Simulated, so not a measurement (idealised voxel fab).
The name of this process module is voxel self aligned contacts.
This is section cut - it's 185 nm across, gridded in 5 nm square cells.
Throughout this document, each cross-section is represented as a grid of square cells and is presented as a sequence of bands enumerated from the top downward, where a band comprises one or more rows of cells. Heights first: top, then bottom, in nm. Then materials, left to right, each with a width in nm. "edge to edge" on a single material: fills the band edge to edge. "air": empty space. Counting heights begins at 0, where everything beneath is, in the wafer as received, one material. The lowest band has no bottom; it goes on downwards, as "top 0, no bottom" shows. The notation "30->40" denotes a width that varies across the rows of cells in the band, beginning at the first number in the top row, finishing at the second number in the bottom row, and changing by an identical amount from each row to the next. Given "no alteration" for a step, no cell of the cross-section differs between before and after that step. Fully enclosed voids: empty space of 8 cells or more with no open way to the top, each as width x height at its distance from the left edge, in nm. Post-settings text on a step line: simulator's own remark regarding the step. You can add "overlay nm" to a step's line. For a step with a mask, it describes how far the mask lay to the right of its planned position, and a negative number describes a lay to the left.

**List of planned process steps**
1) RECEIVE | material Si
2) CONFORMAL_DEP | material SiO2 | thk nm 5
3) DIRECTIONAL_DEP | material polySi | thk nm 20
4) DIRECTIONAL_DEP | material SiN | thk nm 20
5) PATTERN | tone cover | mask id GATE | material resist | width nm 25 | pitch nm 60 | thk nm 15 | overlay nm 0
6) DIRECTIONAL_ETCH | etch materials SiN | depth nm 20
7) DIRECTIONAL_ETCH | etch materials polySi | depth nm 20
8) STRIP | etch materials resist
9) CONFORMAL_DEP | material SiN | thk nm 5
10) DIRECTIONAL_ETCH | etch materials SiN | depth nm 5
11) FILL_DEP | material SiO2 | thk nm 15
12) CMP | height nm 50
13) PATTERN | tone open | mask id CONTACT | material resist | width nm 35 | thk nm 15 | overlay nm 0
14) DIRECTIONAL_ETCH | etch materials SiO2 | depth nm 50
15) STRIP | etch materials resist
16) CONFORMAL_DEP | material TiN | thk nm 5
17) FILL_DEP | material Ru | thk nm 5
18) CMP | height nm 50
19) CONFORMAL_DEP | material SiN | thk nm 5
Same starting wafers, different width nm at step 13. Plan value belongs to the first wafer.

**Here's the first of the wafers in cross-section, just as we got it, i.e. after step 1**
  top 0, no bottom  Si edge to edge
  Fully enclosed voids: none

**first wafer at the end, after step 19**
  top 55, bottom 50  SiN edge to edge
  top 50, bottom 45  75 SiO2 / 10 TiN / 15 Ru / 10 TiN / 75 SiO2
  top 45, bottom 25  45 SiO2 / 35 SiN / 5 TiN / 15 Ru / 5 TiN / 35 SiN / 45 SiO2
  top 25, bottom 5  45 SiO2 / 5 SiN / 25 polySi / 5 SiN / 5 TiN / 15 Ru / 5 TiN / 5 SiN / 25 polySi / 5 SiN / 45 SiO2
  top 5, bottom 0  80 SiO2 / 25 TiN / 80 SiO2
  top 0, no bottom  Si edge to edge
  Fully enclosed voids: none

**So this is the cross-section on the last wafer at the end of the module**
  top 55, bottom 50  SiN edge to edge
  top 50, bottom 45  65 SiO2 / 20 TiN / 15 Ru / 25 TiN / 60 SiO2
  top 45, bottom 25  45 SiO2 / 35 SiN / 5 TiN / 15 Ru / 5 TiN / 35 SiN / 45 SiO2
  top 25, bottom 5  45 SiO2 / 5 SiN / 25 polySi / 5 SiN / 5 TiN / 15 Ru / 5 TiN / 5 SiN / 25 polySi / 5 SiN / 45 SiO2
  top 5, bottom 0  80 SiO2 / 25 TiN / 80 SiO2
  top 0, no bottom  Si edge to edge
  Fully enclosed voids: none

**So in this table every wafer gets its own row, and what you see is where it stands at the end of the module: for each material, how many cells it picked up (+) or gave up (-) since we received it, and after that its closed voids**
width nm 35, +27 Ru, +109 SiN, +206 SiO2, +25 TiN, +40 polySi, Fully enclosed voids: none
width nm 40, +27 Ru, +109 SiN, +205 SiO2, +26 TiN, +40 polySi, Fully enclosed voids: none
width nm 45, +27 Ru, +109 SiN, +204 SiO2, +27 TiN, +40 polySi, Fully enclosed voids: none
width nm 50, +27 Ru, +109 SiN, +203 SiO2, +28 TiN, +40 polySi, Fully enclosed voids: none
width nm 55, +27 Ru, +109 SiN, +202 SiO2, +29 TiN, +40 polySi, Fully enclosed voids: none
width nm 60, +27 Ru, +109 SiN, +201 SiO2, +30 TiN, +40 polySi, Fully enclosed voids: none
